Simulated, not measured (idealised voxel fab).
The following is a process module called voxel transistor to metal.
For reference, the cross-section in this document is cut, with width 200 nm and square cells of 5 nm.
We lay out every cross-section as a grid of square cells and spell it out in bands from the top down, where one band means one or more rows of cells. This entry defines a band. It first specifies the height of the band's top and the height of its bottom in nm, and then specifies the band's materials from left to right, stating each material with its width in nm. The word "edge to edge" identifies a single material that fills the band from edge to edge, while the word "air" identifies empty space. For the purposes of this specification, 0 denotes the height below which the wafer in its as-received condition is composed wholly of one material, and the lowermost band, lacking a lower limit, extends downward without end, as expressed in "0 and below". Note: "30 to 40" means the width goes from the first number (top row of the band) to the second number (bottom row) in equal steps per row of cells. The designation "nothing altered", where it is given for a processing step, indicates that no cell of the cross-section was altered in the course of that step. "Closed void register" lists enclosed empty spaces (at least 8 cells, no open path upward to the top), each as width x height at distance from the left edge, in nm. Text after the settings on a step's line: the simulator's own remark on that step. If you see "overlay nm" on a step's line and that step has a mask, it's telling you how far right of where it was planned the mask ended up; a negative number means it went left instead. Pairs from here to the end. Each: cross-section before one process step, cross-section after it, the latter only as far down as the lowest band that changed. Under each: the step between, and its settings. Mind that the pairs may be taken from different runs of this module on the same starting wafer; whether a pair continues from the pair above depends on its entry headed "Preceding state", and it does only where that entry says so.

Preceding state:
* 120 down to 105 = 45 of aC, then 20 of air, then 65 of aC, then 20 of air, then 50 of aC
* 105 down to 80 = 45 of SiO2, then 20 of air, then 65 of SiO2, then 20 of air, then 50 of SiO2
* 80 down to 75 = SiCN edge to edge
* 75 down to 65 = Ru edge to edge
* 65 down to 60 = 50 of TiN, then 10 of Ru, then 75 of TiN, then 10 of Ru, then 55 of TiN
* 60 down to 45 = 45 of SiO2, then 5 of TiN, then 10 of Ru, then 5 of TiN, then 65 of SiO2, then 5 of TiN, then 10 of Ru, then 5 of TiN, then 50 of SiO2
* 45 down to 30 = 45 of SiO2, then 5 of TiN, then 10 of Ru, then 5 of TiN, then 10 of SiO2, then 5 of SiN, then 5 of SiO2, then 25 of SiCN, then 5 of SiO2, then 5 of SiN, then 10 of SiO2, then 5 of TiN, then 10 of Ru, then 5 of TiN, then 50 of SiO2
* 30 down to 20 = 45 of SiO2, then 5 of TiN, then 10 of Ru, then 5 of TiN, then 10 of SiO2, then 5 of SiN, then 5 of SiO2, then 25 of polySi, then 5 of SiO2, then 5 of SiN, then 10 of SiO2, then 5 of TiN, then 10 of Ru, then 5 of TiN, then 50 of SiO2
* 20 down to 15 = 45 of SiO2, then 20 of TiN, then 10 of SiO2, then 5 of SiN, then 5 of SiO2, then 25 of polySi, then 5 of SiO2, then 5 of SiN, then 10 of SiO2, then 20 of TiN, then 50 of SiO2
* 15 down to 10 = 45 of SiO2, then 10 of TiN, then 20 of SiGe, then 5 of SiN, then 5 of SiO2, then 25 of polySi, then 5 of SiO2, then 5 of SiN, then 20 of SiGe, then 10 of TiN, then 50 of SiO2
* 10 down to 0 = 35 of SiO2, then 5 of SiN, then 5 of SiO2, then 10 of TiN, then 20 of SiGe, then 5 of SiN, then 5 of SiO2, then 25 of polySi, then 5 of SiO2, then 5 of SiN, then 20 of SiGe, then 10 of TiN, then 5 of SiO2, then 5 of SiN, then 40 of SiO2
* 0 down to -5 = 40 of SiO2, then 35 of SiGe, then 45 of SiO2, then 35 of SiGe, then 45 of SiO2
* -5 down to -20 = 40 of SiO2, then 35 of SiGe, then 45 of Si, then 35 of SiGe, then 45 of SiO2
* -20 down to -30 = 40 of SiO2, then 115 of Si, then 45 of SiO2
* -30 and below = Si edge to edge
* Closed void register: none

After the Step:
* 120 down to 105 = 45 of aC, then 20 of air, then 65 of aC, then 20 of air, then 50 of aC
* 105 down to 80 = 45 of SiO2, then 20 of air, then 65 of SiO2, then 20 of air, then 50 of SiO2
* 80 down to 75 = 45 of SiCN, then 20 of air, then 65 of SiCN, then 20 of air, then 50 of SiCN
* Whatever lies below 75 is exactly as it was before.
* Closed void register: none
Process step bridging the above cross-sections: DIRECTIONAL_ETCH | etch materials SiCN | depth nm 5

Preceding state: as in the pair right above, post-step view.

After the Step:
* 105 down to 80 = 45 of SiO2, then 20 of air, then 65 of SiO2, then 20 of air, then 50 of SiO2
* Whatever lies below 80 is exactly as it was before.
* Closed void register: none
Process step bridging the above cross-sections: STRIP | etch materials aC

Preceding state: as in the pair right above, post-step view.

After the Step:
* 110 down to 105 = 50 of TiN, then 10 of air, then 75 of TiN, then 10 of air, then 55 of TiN
* 105 down to 80 = 45 of SiO2, then 5 of TiN, then 10 of air, then 5 of TiN, then 65 of SiO2, then 5 of TiN, then 10 of air, then 5 of TiN, then 50 of SiO2
* 80 down to 75 = 45 of SiCN, then 20 of TiN, then 65 of SiCN, then 20 of TiN, then 50 of SiCN
* Whatever lies below 75 is exactly as it was before.
* Closed void register: none
Process step bridging the above cross-sections: CONFORMAL_DEP | material TiN | thk nm 5

Preceding state: as in the pair right above, post-step view.

After the Step:
* 120 down to 110 = Ru edge to edge
* 110 down to 105 = 50 of TiN, then 10 of Ru, then 75 of TiN, then 10 of Ru, then 55 of TiN
* 105 down to 80 = 45 of SiO2, then 5 of TiN, then 10 of Ru, then 5 of TiN, then 65 of SiO2, then 5 of TiN, then 10 of Ru, then 5 of TiN, then 50 of SiO2
* Whatever lies below 80 is exactly as it was before.
* Closed void register: none
Process step bridging the above cross-sections: FILL_DEP | material Ru | thk nm 10

Preceding state: as in the pair right above, post-step view.

After the Step:
* 90 down to 80 = 45 of SiO2, then 5 of TiN, then 10 of Ru, then 5 of TiN, then 65 of SiO2, then 5 of TiN, then 10 of Ru, then 5 of TiN, then 50 of SiO2
* Whatever lies below 80 is exactly as it was before.
* Closed void register: none
Process step bridging the above cross-sections: CMP | height nm 90

Preceding state: as in the pair right above, post-step view.

After the Step:
* 95 down to 90 = SiCN edge to edge
* Whatever lies below 90 is exactly as it was before.
* Closed void register: none
Process step bridging the above cross-sections: CONFORMAL_DEP | material SiCN | thk nm 5

Preceding state:
* 45 down to 40 = 75 of air, then 5 of SiN, then 5 of air, then 25 of SiCN, then 5 of air, then 5 of SiN, then 80 of air
* 40 down to 30 = 75 of air, then 5 of SiN, then 5 of SiO2, then 25 of SiCN, then 5 of SiO2, then 5 of SiN, then 80 of air
* 30 down to 15 = 75 of air, then 5 of SiN, then 5 of SiO2, then 25 of polySi, then 5 of SiO2, then 5 of SiN, then 80 of air
* 15 down to 10 = 55 of air, then 20 of SiGe, then 5 of SiN, then 5 of SiO2, then 25 of polySi, then 5 of SiO2, then 5 of SiN, then 20 of SiGe, then 60 of air
* 10 down to 5 = 35 of air, then 5 of SiN, then 15 of air, then 20 of SiGe, then 5 of SiN, then 5 of SiO2, then 25 of polySi, then 5 of SiO2, then 5 of SiN, then 20 of SiGe, then 15 of air, then 5 of SiN, then 40 of air
* 5 down to 0 = 35 of SiO2, then 5 of SiN, then 15 of air, then 20 of SiGe, then 5 of SiN, then 5 of SiO2, then 25 of polySi, then 5 of SiO2, then 5 of SiN, then 20 of SiGe, then 15 of air, then 5 of SiN, then 40 of SiO2
* 0 down to -5 = 40 of SiO2, then 35 of SiGe, then 45 of SiO2, then 35 of SiGe, then 45 of SiO2
* -5 down to -20 = 40 of SiO2, then 35 of SiGe, then 45 of Si, then 35 of SiGe, then 45 of SiO2
* -20 down to -30 = 40 of SiO2, then 115 of Si, then 45 of SiO2
* -30 and below = Si edge to edge
* Closed void register: none

After the Step:
* 45 down to 40 = 75 of air, then 5 of SiN, then 5 of air, then 25 of SiCN, then 5 of air, then 5 of SiN, then 80 of air
* 40 down to 35 = 75 of air, then 5 of SiN, then 5 of SiO2, then 25 of SiCN, then 5 of SiO2, then 5 of SiN, then 80 of air
* 35 down to 30 = 35 of air, then 40 of SiGe, then 5 of SiN, then 5 of SiO2, then 25 of SiCN, then 5 of SiO2, then 5 of SiN, then 40 of SiGe, then 40 of air
* 30 down to 20 = 35 of air, then 40 of SiGe, then 5 of SiN, then 5 of SiO2, then 25 of polySi, then 5 of SiO2, then 5 of SiN, then 40 of SiGe, then 40 of air
* 20 down to 10 = 30 of air, then 45 of SiGe, then 5 of SiN, then 5 of SiO2, then 25 of polySi, then 5 of SiO2, then 5 of SiN, then 45 of SiGe, then 35 of air
* 10 down to 5 = 30 of air, then 5 of SiGe, then 5 of SiN, then 35 of SiGe, then 5 of SiN, then 5 of SiO2, then 25 of polySi, then 5 of SiO2, then 5 of SiN, then 35 of SiGe, then 5 of SiN, then 5 of SiGe, then 35 of air
* 5 down to 0 = 35 of SiO2, then 5 of SiN, then 35 of SiGe, then 5 of SiN, then 5 of SiO2, then 25 of polySi, then 5 of SiO2, then 5 of SiN, then 35 of SiGe, then 5 of SiN, then 40 of SiO2
* Whatever lies below 0 is exactly as it was before.
* Closed void register: none
Process step bridging the above cross-sections: EPI | material SiGe | thk nm 20

Preceding state: as in the pair right above, post-step view.

After the Step:
* 55 down to 45 = SiO2 edge to edge
* 45 down to 35 = 75 of SiO2, then 5 of SiN, then 5 of SiO2, then 25 of SiCN, then 5 of SiO2, then 5 of SiN, then 80 of SiO2
* 35 down to 30 = 35 of SiO2, then 40 of SiGe, then 5 of SiN, then 5 of SiO2, then 25 of SiCN, then 5 of SiO2, then 5 of SiN, then 40 of SiGe, then 40 of SiO2
* 30 down to 20 = 35 of SiO2, then 40 of SiGe, then 5 of SiN, then 5 of SiO2, then 25 of polySi, then 5 of SiO2, then 5 of SiN, then 40 of SiGe, then 40 of SiO2
* 20 down to 10 = 30 of SiO2, then 45 of SiGe, then 5 of SiN, then 5 of SiO2, then 25 of polySi, then 5 of SiO2, then 5 of SiN, then 45 of SiGe, then 35 of SiO2
* 10 down to 5 = 30 of SiO2, then 5 of SiGe, then 5 of SiN, then 35 of SiGe, then 5 of SiN, then 5 of SiO2, then 25 of polySi, then 5 of SiO2, then 5 of SiN, then 35 of SiGe, then 5 of SiN, then 5 of SiGe, then 35 of SiO2
* Whatever lies below 5 is exactly as it was before.
* Closed void register: none
Process step bridging the above cross-sections: FILL_DEP | material SiO2 | thk nm 10

Preceding state: as in the pair right above, post-step view.

After the Step:
* 45 down to 35 = 75 of SiO2, then 5 of SiN, then 5 of SiO2, then 25 of SiCN, then 5 of SiO2, then 5 of SiN, then 80 of SiO2
* Whatever lies below 35 is exactly as it was before.
* Closed void register: none
Process step bridging the above cross-sections: CMP | height nm 45

Preceding state: as in the pair right above, post-step view.

After the Step:
* 60 down to 45 = SiO2 edge to edge
* Whatever lies below 45 is exactly as it was before.
* Closed void register: none
Process step bridging the above cross-sections: DIRECTIONAL_DEP | material SiO2 | thk nm 15

Preceding state: as in the pair right above, post-step view.

After the Step:
* 60 down to 45 = 45 of SiO2, then 20 of air, then 65 of SiO2, then 20 of air, then 50 of SiO2
* 45 down to 35 = 45 of SiO2, then 20 of air, then 10 of SiO2, then 5 of SiN, then 5 of SiO2, then 25 of SiCN, then 5 of SiO2, then 5 of SiN, then 10 of SiO2, then 20 of air, then 50 of SiO2
* Whatever lies below 35 is exactly as it was before.
* Closed void register: none
Process step bridging the above cross-sections: MASKED_ETCH | tone open | mask id CONTACT | width nm 20 | pitch nm 85 | etch materials SiO2 | depth nm 60 | overlay nm 0

Preceding state: as in the pair right above, post-step view.

After the Step:
* 65 down to 60 = 50 of TiN, then 10 of air, then 75 of TiN, then 10 of air, then 55 of TiN
* 60 down to 45 = 45 of SiO2, then 5 of TiN, then 10 of air, then 5 of TiN, then 65 of SiO2, then 5 of TiN, then 10 of air, then 5 of TiN, then 50 of SiO2
* 45 down to 40 = 45 of SiO2, then 5 of TiN, then 10 of air, then 5 of TiN, then 10 of SiO2, then 5 of SiN, then 5 of SiO2, then 25 of SiCN, then 5 of SiO2, then 5 of SiN, then 10 of SiO2, then 5 of TiN, then 10 of air, then 5 of TiN, then 50 of SiO2
* 40 down to 35 = 45 of SiO2, then 20 of TiN, then 10 of SiO2, then 5 of SiN, then 5 of SiO2, then 25 of SiCN, then 5 of SiO2, then 5 of SiN, then 10 of SiO2, then 20 of TiN, then 50 of SiO2
* Whatever lies below 35 is exactly as it was before.
* Closed void register: none
Process step bridging the above cross-sections: CONFORMAL_DEP | material TiN | thk nm 5

Preceding state: as in the pair right above, post-step view.

After the Step:
* 75 down to 65 = Ru edge to edge
* 65 down to 60 = 50 of TiN, then 10 of Ru, then 75 of TiN, then 10 of Ru, then 55 of TiN
* 60 down to 45 = 45 of SiO2, then 5 of TiN, then 10 of Ru, then 5 of TiN, then 65 of SiO2, then 5 of TiN, then 10 of Ru, then 5 of TiN, then 50 of SiO2
* 45 down to 40 = 45 of SiO2, then 5 of TiN, then 10 of Ru, then 5 of TiN, then 10 of SiO2, then 5 of SiN, then 5 of SiO2, then 25 of SiCN, then 5 of SiO2, then 5 of SiN, then 10 of SiO2, then 5 of TiN, then 10 of Ru, then 5 of TiN, then 50 of SiO2
* Whatever lies below 40 is exactly as it was before.
* Closed void register: none
Process step bridging the above cross-sections: FILL_DEP | material Ru | thk nm 10

Preceding state: as in the pair right above, post-step view.

After the Step:
* 60 down to 45 = 45 of SiO2, then 5 of TiN, then 10 of Ru, then 5 of TiN, then 65 of SiO2, then 5 of TiN, then 10 of Ru, then 5 of TiN, then 50 of SiO2
* Whatever lies below 45 is exactly as it was before.
* Closed void register: none
Process step bridging the above cross-sections: CMP | height nm 60

Preceding state: as in the pair right above, post-step view.

After the Step:
* 65 down to 60 = SiCN edge to edge
* Whatever lies below 60 is exactly as it was before.
* Closed void register: none
Process step bridging the above cross-sections: CONFORMAL_DEP | material SiCN | thk nm 5

Preceding state: as in the pair right above, post-step view.

After the Step:
* 90 down to 65 = SiO2 edge to edge
* Whatever lies below 65 is exactly as it was before.
* Closed void register: none
Process step bridging the above cross-sections: DIRECTIONAL_DEP | material SiO2 | thk nm 25

Preceding state: as in the pair right above, post-step view.

After the Step:
* 105 down to 90 = aC edge to edge
* Whatever lies below 90 is exactly as it was before.
* Closed void register: none
Process step bridging the above cross-sections: DIRECTIONAL_DEP | material aC | thk nm 15

Preceding state: as in the pair right above, post-step view.

After the Step:
* 135 down to 105 = 45 of resist, then 20 of air, then 65 of resist, then 20 of air, then 50 of resist
* Whatever lies below 105 is exactly as it was before.
* Closed void register: none
Process step bridging the above cross-sections: PATTERN | tone open | mask id METAL_1 | material resist | width nm 20 | pitch nm 85 | thk nm 30 | overlay nm 0

Preceding state: as in the pair right above, post-step view.

After the Step:
* 120 down to 105 = 45 of resist, then 20 of air, then 65 of resist, then 20 of air, then 50 of resist
* 105 down to 90 = 45 of aC, then 20 of air, then 65 of aC, then 20 of air, then 50 of aC
* Whatever lies below 90 is exactly as it was before.
* Closed void register: none
Process step bridging the above cross-sections: DIRECTIONAL_ETCH | etch materials aC | depth nm 15

Preceding state: as in the pair right above, post-step view.

After the Step:
* 105 down to 90 = 45 of aC, then 20 of air, then 65 of aC, then 20 of air, then 50 of aC
* Whatever lies below 90 is exactly as it was before.
* Closed void register: none
Process step bridging the above cross-sections: STRIP | etch materials resist

Preceding state: as in the pair right above, post-step view.

After the Step:
* 105 down to 90 = 45 of aC, then 20 of air, then 65 of aC, then 20 of air, then 50 of aC
* 90 down to 65 = 45 of SiO2, then 20 of air, then 65 of SiO2, then 20 of air, then 50 of SiO2
* Whatever lies below 65 is exactly as it was before.
* Closed void register: none
Process step bridging the above cross-sections: DIRECTIONAL_ETCH | etch materials SiO2 | depth nm 25

Preceding state: as in the pair right above, post-step view.

After the Step:
* 105 down to 90 = 45 of aC, then 20 of air, then 65 of aC, then 20 of air, then 50 of aC
* 90 down to 65 = 45 of SiO2, then 20 of air, then 65 of SiO2, then 20 of air, then 50 of SiO2
* 65 down to 60 = 45 of SiCN, then 20 of air, then 65 of SiCN, then 20 of air, then 50 of SiCN
* Whatever lies below 60 is exactly as it was before.
* Closed void register: none
Process step bridging the above cross-sections: DIRECTIONAL_ETCH | etch materials SiCN | depth nm 5

Preceding state: as in the pair right above, post-step view.

After the Step:
* 90 down to 65 = 45 of SiO2, then 20 of air, then 65 of SiO2, then 20 of air, then 50 of SiO2
* Whatever lies below 65 is exactly as it was before.
* Closed void register: none
Process step bridging the above cross-sections: STRIP | etch materials aC

Preceding state: as in the pair right above, post-step view.

After the Step:
* 95 down to 90 = 50 of TiN, then 10 of air, then 75 of TiN, then 10 of air, then 55 of TiN
* 90 down to 65 = 45 of SiO2, then 5 of TiN, then 10 of air, then 5 of TiN, then 65 of SiO2, then 5 of TiN, then 10 of air, then 5 of TiN, then 50 of SiO2
* 65 down to 60 = 45 of SiCN, then 20 of TiN, then 65 of SiCN, then 20 of TiN, then 50 of SiCN
* Whatever lies below 60 is exactly as it was before.
* Closed void register: none
Process step bridging the above cross-sections: CONFORMAL_DEP | material TiN | thk nm 5

Preceding state: as in the pair right above, post-step view.

After the Step:
* 105 down to 95 = Ru edge to edge
* 95 down to 90 = 50 of TiN, then 10 of Ru, then 75 of TiN, then 10 of Ru, then 55 of TiN
* 90 down to 65 = 45 of SiO2, then 5 of TiN, then 10 of Ru, then 5 of TiN, then 65 of SiO2, then 5 of TiN, then 10 of Ru, then 5 of TiN, then 50 of SiO2
* Whatever lies below 65 is exactly as it was before.
* Closed void register: none
Process step bridging the above cross-sections: FILL_DEP | material Ru | thk nm 10

Preceding state: as in the pair right above, post-step view.

After the Step:
* 90 down to 65 = 45 of SiO2, then 5 of TiN, then 10 of Ru, then 5 of TiN, then 65 of SiO2, then 5 of TiN, then 10 of Ru, then 5 of TiN, then 50 of SiO2
* Whatever lies below 65 is exactly as it was before.
* Closed void register: none
Process step bridging the above cross-sections: CMP | height nm 90

Preceding state: as in the pair right above, post-step view.

After the Step:
* 95 down to 90 = SiCN edge to edge
* Whatever lies below 90 is exactly as it was before.
* Closed void register: none
Process step bridging the above cross-sections: CONFORMAL_DEP | material SiCN | thk nm 5

Preceding state:
* 20 down to 5 = 35 of SiO2, then 125 of SiN, then 40 of SiO2
* 5 down to 0 = SiO2 edge to edge
* 0 down to -30 = 40 of SiO2, then 115 of Si, then 45 of SiO2
* -30 and below = Si edge to edge
* Closed void register: none

After the Step:
* 20 down to 5 = 35 of SiO2, then 125 of air, then 40 of SiO2
* Whatever lies below 5 is exactly as it was before.
* Closed void register: none
Process step bridging the above cross-sections: STRIP | etch materials SiN

Preceding state: as in the pair right above, post-step view.

After the Step:
* 15 down to 0 = 30 of SiO2, then 135 of air, then 35 of SiO2
* Whatever lies below 0 is exactly as it was before.
* Closed void register: none
Process step bridging the above cross-sections: SELECTIVE_ETCH | etch materials SiO2 | depth nm 5

Preceding state: as in the pair right above, post-step view.

After the Step:
* 10 down to 0 = 25 of SiO2, then 145 of air, then 30 of SiO2
* 0 down to -5 = 25 of SiO2, then 15 of air, then 115 of Si, then 15 of air, then 30 of SiO2
* Whatever lies below -5 is exactly as it was before.
* Closed void register: none
Process step bridging the above cross-sections: SELECTIVE_ETCH | etch materials SiO2 | depth nm 5

Preceding state: as in the pair right above, post-step view.

After the Step:
* 10 down to 0 = 25 of SiO2, then 145 of air, then 30 of SiO2
* 0 down to -5 = 25 of SiO2, then 15 of air, then 115 of SiO2, then 15 of air, then 30 of SiO2
* -5 down to -10 = 45 of SiO2, then 105 of Si, then 50 of SiO2
* Whatever lies below -10 is exactly as it was before.
* Closed void register: none
Process step bridging the above cross-sections: OXIDIZE | depth nm 5

Preceding state: as in the pair right above, post-step view.

After the Step:
* 40 down to 30 = 25 of polySi, then 145 of air, then 30 of polySi
* 30 down to 25 = 25 of polySi, then 15 of air, then 115 of polySi, then 15 of air, then 30 of polySi
* 25 down to 10 = polySi edge to edge
* 10 down to 0 = 25 of SiO2, then 145 of polySi, then 30 of SiO2
* 0 down to -5 = 25 of SiO2, then 15 of polySi, then 115 of SiO2, then 15 of polySi, then 30 of SiO2
* Whatever lies below -5 is exactly as it was before.
* Closed void register: none
Process step bridging the above cross-sections: DIRECTIONAL_DEP | material polySi | thk nm 30

Preceding state: as in the pair right above, post-step view.

After the Step:
* 55 down to 45 = 25 of SiCN, then 145 of air, then 30 of SiCN
* 45 down to 40 = 25 of SiCN, then 15 of air, then 115 of SiCN, then 15 of air, then 30 of SiCN
* 40 down to 30 = 25 of polySi, then 145 of SiCN, then 30 of polySi
* 30 down to 25 = 25 of polySi, then 15 of SiCN, then 115 of polySi, then 15 of SiCN, then 30 of polySi
* Whatever lies below 25 is exactly as it was before.
* Closed void register: none
Process step bridging the above cross-sections: DIRECTIONAL_DEP | material SiCN | thk nm 15

Preceding state: as in the pair right above, post-step view.

After the Step:
* 70 down to 55 = 85 of air, then 25 of resist, then 90 of air
* 55 down to 45 = 25 of SiCN, then 60 of air, then 25 of resist, then 60 of air, then 30 of SiCN
* Whatever lies below 45 is exactly as it was before.
* Closed void register: none
Process step bridging the above cross-sections: PATTERN | tone cover | mask id GATE | material resist | width nm 25 | thk nm 15 | overlay nm 0

Preceding state: as in the pair right above, post-step view.

After the Step:
* 70 down to 45 = 85 of air, then 25 of resist, then 90 of air
* 45 down to 40 = 85 of air, then 25 of SiCN, then 90 of air
* 40 down to 30 = 25 of polySi, then 60 of air, then 25 of SiCN, then 60 of air, then 30 of polySi
* 30 down to 25 = 25 of polySi, then 15 of air, then 115 of polySi, then 15 of air, then 30 of polySi
* Whatever lies below 25 is exactly as it was before.
* Closed void register: none
Process step bridging the above cross-sections: DIRECTIONAL_ETCH | etch materials SiCN | depth nm 25

Preceding state: as in the pair right above, post-step view.

After the Step:
* 70 down to 45 = 85 of air, then 25 of resist, then 90 of air
* 45 down to 30 = 85 of air, then 25 of SiCN, then 90 of air
* 30 down to 10 = 85 of air, then 25 of polySi, then 90 of air
* 10 down to 0 = 25 of SiO2, then 60 of air, then 25 of polySi, then 60 of air, then 30 of SiO2
* 0 down to -5 = 25 of SiO2, then 15 of air, then 115 of SiO2, then 15 of air, then 30 of SiO2
* Whatever lies below -5 is exactly as it was before.
* Closed void register: none
Process step bridging the above cross-sections: DIRECTIONAL_ETCH | etch materials polySi | depth nm 40

Preceding state: as in the pair right above, post-step view.

After the Step:
* 45 down to 30 = 85 of air, then 25 of SiCN, then 90 of air
* Whatever lies below 30 is exactly as it was before.
* Closed void register: none
Process step bridging the above cross-sections: STRIP | etch materials resist

Preceding state: as in the pair right above, post-step view.

After the Step:
* 50 down to 45 = 80 of air, then 35 of SiO2, then 85 of air
* 45 down to 30 = 80 of air, then 5 of SiO2, then 25 of SiCN, then 5 of SiO2, then 85 of air
* 30 down to 15 = 80 of air, then 5 of SiO2, then 25 of polySi, then 5 of SiO2, then 85 of air
* 15 down to 5 = 30 of SiO2, then 50 of air, then 5 of SiO2, then 25 of polySi, then 5 of SiO2, then 50 of air, then 35 of SiO2
* 5 down to 0 = 30 of SiO2, then 5 of air, then 50 of SiO2, then 25 of polySi, then 50 of SiO2, then 5 of air, then 35 of SiO2
* 0 down to -5 = SiO2 edge to edge
* Whatever lies below -5 is exactly as it was before.
* Closed void register: none
Process step bridging the above cross-sections: CONFORMAL_DEP | material SiO2 | thk nm 5

Preceding state: as in the pair right above, post-step view.

After the Step:
* 45 down to 30 = 80 of air, then 5 of SiO2, then 25 of SiCN, then 5 of SiO2, then 85 of air
* 30 down to 10 = 80 of air, then 5 of SiO2, then 25 of polySi, then 5 of SiO2, then 85 of air
* 10 down to 0 = 30 of SiO2, then 50 of air, then 5 of SiO2, then 25 of polySi, then 5 of SiO2, then 50 of air, then 35 of SiO2
* 0 down to -5 = 30 of SiO2, then 5 of air, then 125 of SiO2, then 5 of air, then 35 of SiO2
* Whatever lies below -5 is exactly as it was before.
* Closed void register: none
Process step bridging the above cross-sections: DIRECTIONAL_ETCH | etch materials SiO2 | depth nm 5

Preceding state: as in the pair right above, post-step view.

After the Step:
* 50 down to 45 = 75 of air, then 45 of SiN, then 80 of air
* 45 down to 30 = 75 of air, then 5 of SiN, then 5 of SiO2, then 25 of SiCN, then 5 of SiO2, then 5 of SiN, then 80 of air
* 30 down to 15 = 75 of air, then 5 of SiN, then 5 of SiO2, then 25 of polySi, then 5 of SiO2, then 5 of SiN, then 80 of air
* 15 down to 10 = 35 of SiN, then 40 of air, then 5 of SiN, then 5 of SiO2, then 25 of polySi, then 5 of SiO2, then 5 of SiN, then 40 of air, then 40 of SiN
* 10 down to 5 = 30 of SiO2, then 5 of SiN, then 40 of air, then 5 of SiN, then 5 of SiO2, then 25 of polySi, then 5 of SiO2, then 5 of SiN, then 40 of air, then 5 of SiN, then 35 of SiO2
* 5 down to 0 = 30 of SiO2, then 50 of SiN, then 5 of SiO2, then 25 of polySi, then 5 of SiO2, then 50 of SiN, then 35 of SiO2
* 0 down to -5 = 30 of SiO2, then 5 of SiN, then 125 of SiO2, then 5 of SiN, then 35 of SiO2
* Whatever lies below -5 is exactly as it was before.
* Closed void register: none
Process step bridging the above cross-sections: CONFORMAL_DEP | material SiN | thk nm 5

Preceding state: as in the pair right above, post-step view.

After the Step:
* 45 down to 30 = 75 of air, then 5 of SiN, then 5 of SiO2, then 25 of SiCN, then 5 of SiO2, then 5 of SiN, then 80 of air
* 30 down to 10 = 75 of air, then 5 of SiN, then 5 of SiO2, then 25 of polySi, then 5 of SiO2, then 5 of SiN, then 80 of air
* 10 down to 0 = 30 of SiO2, then 5 of SiN, then 40 of air, then 5 of SiN, then 5 of SiO2, then 25 of polySi, then 5 of SiO2, then 5 of SiN, then 40 of air, then 5 of SiN, then 35 of SiO2
* Whatever lies below 0 is exactly as it was before.
* Closed void register: none
Process step bridging the above cross-sections: DIRECTIONAL_ETCH | etch materials SiN | depth nm 5

Preceding state: as in the pair right above, post-step view.

After the Step:
* 45 down to 40 = 75 of air, then 5 of SiN, then 5 of air, then 25 of SiCN, then 5 of air, then 5 of SiN, then 80 of air
* 40 down to 30 = 75 of air, then 5 of SiN, then 5 of SiO2, then 25 of SiCN, then 5 of SiO2, then 5 of SiN, then 80 of air
* 30 down to 10 = 75 of air, then 5 of SiN, then 5 of SiO2, then 25 of polySi, then 5 of SiO2, then 5 of SiN, then 80 of air
* 10 down to 5 = 30 of air, then 5 of SiN, then 40 of air, then 5 of SiN, then 5 of SiO2, then 25 of polySi, then 5 of SiO2, then 5 of SiN, then 40 of air, then 5 of SiN, then 35 of air
* 5 down to 0 = 30 of SiO2, then 5 of SiN, then 40 of air, then 5 of SiN, then 5 of SiO2, then 25 of polySi, then 5 of SiO2, then 5 of SiN, then 40 of air, then 5 of SiN, then 35 of SiO2
* 0 down to -5 = 30 of SiO2, then 5 of SiN, then 40 of air, then 45 of SiO2, then 40 of air, then 5 of SiN, then 35 of SiO2
* Whatever lies below -5 is exactly as it was before.
* Closed void register: none
Process step bridging the above cross-sections: DIRECTIONAL_ETCH | etch materials SiO2 | depth nm 5

Preceding state: as in the pair right above, post-step view.

After the Step:
* 45 down to 40 = 75 of air, then 5 of SiN, then 5 of air, then 25 of SiCN, then 5 of air, then 5 of SiN, then 80 of air
* 40 down to 30 = 75 of air, then 5 of SiN, then 5 of SiO2, then 25 of SiCN, then 5 of SiO2, then 5 of SiN, then 80 of air
* 30 down to 10 = 75 of air, then 5 of SiN, then 5 of SiO2, then 25 of polySi, then 5 of SiO2, then 5 of SiN, then 80 of air
* 10 down to 5 = 30 of air, then 5 of SiN, then 40 of air, then 5 of SiN, then 5 of SiO2, then 25 of polySi, then 5 of SiO2, then 5 of SiN, then 40 of air, then 5 of SiN, then 35 of air
* 5 down to 0 = 30 of SiO2, then 5 of SiN, then 40 of air, then 5 of SiN, then 5 of SiO2, then 25 of polySi, then 5 of SiO2, then 5 of SiN, then 40 of air, then 5 of SiN, then 35 of SiO2
* 0 down to -5 = 30 of SiO2, then 5 of SiN, then 40 of air, then 45 of SiO2, then 40 of air, then 5 of SiN, then 35 of SiO2
* -5 down to -10 = 45 of SiO2, then 30 of air, then 45 of Si, then 30 of air, then 50 of SiO2
* -10 down to -20 = 40 of SiO2, then 5 of Si, then 30 of air, then 45 of Si, then 30 of air, then 5 of Si, then 45 of SiO2
* Whatever lies below -20 is exactly as it was before.
* Closed void register: none
Process step bridging the above cross-sections: DIRECTIONAL_ETCH | etch materials Si | depth nm 15

Preceding state: as in the pair right above, post-step view.

After the Step:
* 45 down to 40 = 75 of air, then 5 of SiN, then 5 of air, then 25 of SiCN, then 5 of air, then 5 of SiN, then 80 of air
* 40 down to 30 = 75 of air, then 5 of SiN, then 5 of SiO2, then 25 of SiCN, then 5 of SiO2, then 5 of SiN, then 80 of air
* 30 down to 15 = 75 of air, then 5 of SiN, then 5 of SiO2, then 25 of polySi, then 5 of SiO2, then 5 of SiN, then 80 of air
* 15 down to 10 = 55 of air, then 20 of SiGe, then 5 of SiN, then 5 of SiO2, then 25 of polySi, then 5 of SiO2, then 5 of SiN, then 20 of SiGe, then 60 of air
* 10 down to 5 = 30 of air, then 5 of SiN, then 40 of SiGe, then 5 of SiN, then 5 of SiO2, then 25 of polySi, then 5 of SiO2, then 5 of SiN, then 40 of SiGe, then 5 of SiN, then 35 of air
* 5 down to 0 = 30 of SiO2, then 5 of SiN, then 40 of SiGe, then 5 of SiN, then 5 of SiO2, then 25 of polySi, then 5 of SiO2, then 5 of SiN, then 40 of SiGe, then 5 of SiN, then 35 of SiO2
* 0 down to -5 = 30 of SiO2, then 5 of SiN, then 40 of SiGe, then 45 of SiO2, then 40 of SiGe, then 5 of SiN, then 35 of SiO2
* -5 down to -10 = 45 of SiO2, then 30 of SiGe, then 45 of Si, then 30 of SiGe, then 50 of SiO2
* -10 down to -20 = 40 of SiO2, then 5 of Si, then 30 of SiGe, then 45 of Si, then 30 of SiGe, then 5 of Si, then 45 of SiO2
* Whatever lies below -20 is exactly as it was before.
* Closed void register: none
Process step bridging the above cross-sections: EPI | material SiGe | thk nm 20
